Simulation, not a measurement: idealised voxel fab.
process module | voxel gate over fins
cross-section cut | 290 nm wide | cells 5 nm
A cross-section is a grid of square cells, given in bands from the top down. A band is one or more rows of cells.
Each band's line starts with the height of the band's top and of its bottom, in nm. Then come its materials from left to right, each with its width in nm. One material with "throughout" fills the band from edge to edge. "air" is empty space.
Height 0 is the level under which the wafer as received is all one material. The lowest band goes on downwards, as in "0 down".
A width such as "30 to 40" changes by the same amount from each row of cells to the next, from the band's top row to its bottom row.
"no change" after a step means that no cell of the cross-section changed.
closed voids: empty space of 8 cells or more with no open way to the top, each as width x height at its distance from the left edge, in nm
after a step's settings: what the simulator itself notes on the step
overlay nm, on a step with a mask: how far to the right of its planned place the mask lay; to the left if negative
plan
1 op RECEIVE | material Si
2 op CONFORMAL_DEP | material SiN | thk nm 10
3 op MASKED_ETCH | tone cover | mask id FINS | width nm 15 | pitch nm 40 | etch materials SiN | depth nm 10 | overlay nm 0
4 op MASKED_ETCH | tone cover | mask id FINS | width nm 15 | pitch nm 40 | etch materials Si | depth nm 30 | overlay nm 0
5 op FILL_DEP | material SiO2 | thk nm 5
6 op CMP | height nm 10
7 op SELECTIVE_ETCH | etch materials SiO2 | depth nm 25
8 op STRIP | etch materials SiN
9 op CONFORMAL_DEP | material HfO2 | thk nm 5
10 op CONFORMAL_DEP | material TiN | thk nm 5
11 op CONFORMAL_DEP | material TiAl | thk nm 5
12 op CONFORMAL_DEP | material TiN | thk nm 5
13 op FILL_DEP | material W | thk nm 10
14 op CMP | height nm 25
15 op CONFORMAL_DEP | material SiCN | thk nm 10
as received, after step 1
  0 down: Si throughout
  closed voids: none
first wafer at the end, as planned
  35 to 25: SiCN throughout
  25 to 20: W throughout
  20 to 15: W 95 | TiN 95 | W 100
  15 to 10: W 95 | TiN 5 | TiAl 85 | TiN 5 | W 100
  10 to 5: W 95 | TiN 5 | TiAl 5 | TiN 35 | TiAl 5 | TiN 35 | TiAl 5 | TiN 5 | W 100
  5 to 0: TiN 100 | TiAl 5 | TiN 5 | HfO2 25 | TiN 5 | TiAl 5 | TiN 5 | HfO2 25 | TiN 5 | TiAl 5 | TiN 105
  0 to -5: TiAl 105 | TiN 5 | HfO2 5 | Si 15 | HfO2 5 | TiN 5 | TiAl 5 | TiN 5 | HfO2 5 | Si 15 | HfO2 5 | TiN 5 | TiAl 110
  -5 to -10: TiN 110 | HfO2 5 | Si 15 | HfO2 5 | TiN 15 | HfO2 5 | Si 15 | HfO2 5 | TiN 115
  -10 to -15: HfO2 115 | Si 15 | HfO2 25 | Si 15 | HfO2 120
  -15 to -30: SiO2 115 | Si 15 | SiO2 25 | Si 15 | SiO2 120
  -30 down: Si throughout
  closed voids: none
second wafer at the end: like start, like plan, one mistake
  35 to 25: SiCN throughout
  25 to 20: W throughout
  20 to 15: W 95 | TiN 95 | W 100
  15 to 10: W 95 | TiN 5 | TiAl 85 | TiN 5 | W 100
  10 to 5: W 95 | TiN 5 | TiAl 5 | HfO2 35 | TiAl 5 | HfO2 35 | TiAl 5 | TiN 5 | W 100
  5 to 0: TiN 100 | TiAl 5 | HfO2 5 | TiN 25 | HfO2 5 | TiAl 5 | HfO2 5 | TiN 25 | HfO2 5 | TiAl 5 | TiN 105
  0 to -5: TiAl 105 | HfO2 5 | TiN 5 | Si 15 | TiN 5 | HfO2 5 | TiAl 5 | HfO2 5 | TiN 5 | Si 15 | TiN 5 | HfO2 5 | TiAl 110
  -5 to -10: HfO2 110 | TiN 5 | Si 15 | TiN 5 | HfO2 15 | TiN 5 | Si 15 | TiN 5 | HfO2 115
  -10 to -15: TiN 115 | Si 15 | TiN 25 | Si 15 | TiN 120
  -15 to -30: SiO2 115 | Si 15 | SiO2 25 | Si 15 | SiO2 120
  -30 down: Si throughout
  closed voids: none
what went wrong: steps 9 and 10 were swapped
at the end the second wafer has, in cells: as many of each material as the first, in other places
